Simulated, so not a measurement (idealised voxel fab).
The following is a process module called voxel ribs on slabs.
The cross-section on display is named cut; it measures 220 nm wide, and its cells are 5 nm squares.
Notation: cross-section as square-cell grid; stated in bands, top first, going down; one or more cell rows per band.
What a band's entry tells you: where the top is and where the bottom is, as heights in nm, and after that what lies inside, material by material from left to right, each with its width in nm. Empty space is written as the word "air", and a single material marked with the word "all across" occupies the band from edge to edge.
The level at which height equals 0 is the one under which the wafer, as it arrives, is entirely one material. No lower edge exists for the bottom band, which continues downward and is notated as in "0 and below".
Width: "30 to 40" (first number = top row, second number = bottom row, same change from row to row of cells).
When a step is marked "nothing different", none of the cells in the cross-section changed during that step.
"Cavities, closed" enumerates empty spaces isolated from the top, with no open way to it, that contain at least 8 cells, giving each as width x height at distance from the left edge, all three in nm.
Read whatever lies past the settings on a step's line as the simulator's own remark about the step.
overlay nm: right-of-plan distance of the mask on a masked step; negative values mean left-of-plan.

Set out below are the planned steps of the process
1: RECEIVE | material Si
2: DIRECTIONAL_DEP | material SiO2 | thk nm 30
3: DIRECTIONAL_DEP | material SiN | thk nm 15
4: MASKED_ETCH | tone cover | mask id RIB | width nm 15 | etch materials SiN | depth nm 10 | overlay nm 0
5: PATTERN | tone cover | mask id SLAB | material resist | width nm 55 | thk nm 20 | overlay nm 0
6: DIRECTIONAL_ETCH | etch materials SiN | depth nm 5
7: STRIP | etch materials resist
8: FILL_DEP | material SiO2 | thk nm 25
9: CMP | height nm 60
10: DIRECTIONAL_DEP | material TiN | thk nm 5
11: DIRECTIONAL_DEP | material aC | thk nm 15
12: PATTERN | tone cover | mask id HEATER | material resist | width nm 25 | thk nm 35 | overlay nm 0
13: DIRECTIONAL_ETCH | etch materials aC | depth nm 15
14: STRIP | etch materials resist
15: DIRECTIONAL_ETCH | etch materials TiN | depth nm 5
16: STRIP | etch materials aC
17: CONFORMAL_DEP | material SiO2 | thk nm 5

As received (post step 1): cross-section
* 0 and below = Si all across
* Cavities, closed: none

First of two wafers, end-of-module section, run followed plan
* 70 down to 65 = 90 nm air  35 nm SiO2  95 nm air
* 65 down to 60 = 95 nm SiO2  25 nm TiN  100 nm SiO2
* 60 down to 45 = SiO2 all across
* 45 down to 35 = 100 nm SiO2  15 nm SiN  105 nm SiO2
* 35 down to 30 = 80 nm SiO2  55 nm SiN  85 nm SiO2
* 30 down to 0 = SiO2 all across
* 0 and below = Si all across
* Cavities, closed: none

Second wafer of the two, sectioned at the end of the module. It began like the first and followed the same plan, but one mistake was made while running it
* 70 down to 65 = 90 nm air  35 nm SiO2  95 nm air
* 65 down to 60 = 95 nm SiO2  25 nm TiN  100 nm SiO2
* 60 down to 50 = SiO2 all across
* 50 down to 40 = 100 nm SiO2  15 nm SiN  105 nm SiO2
* 40 down to 35 = 80 nm SiO2  55 nm SiN  85 nm SiO2
* 35 down to 30 = SiN all across
* 30 down to 0 = SiO2 all across
* 0 and below = Si all across
* Cavities, closed: none
In executing the process, a mistake was made relative to the plan: the process deviated at step 3: the operation and settings actually run there were DIRECTIONAL_DEP | material SiN | thk nm 20
Materials where the second wafer ends with more or fewer cells than the first: SiN: 44 more, SiO2: 44 fewer
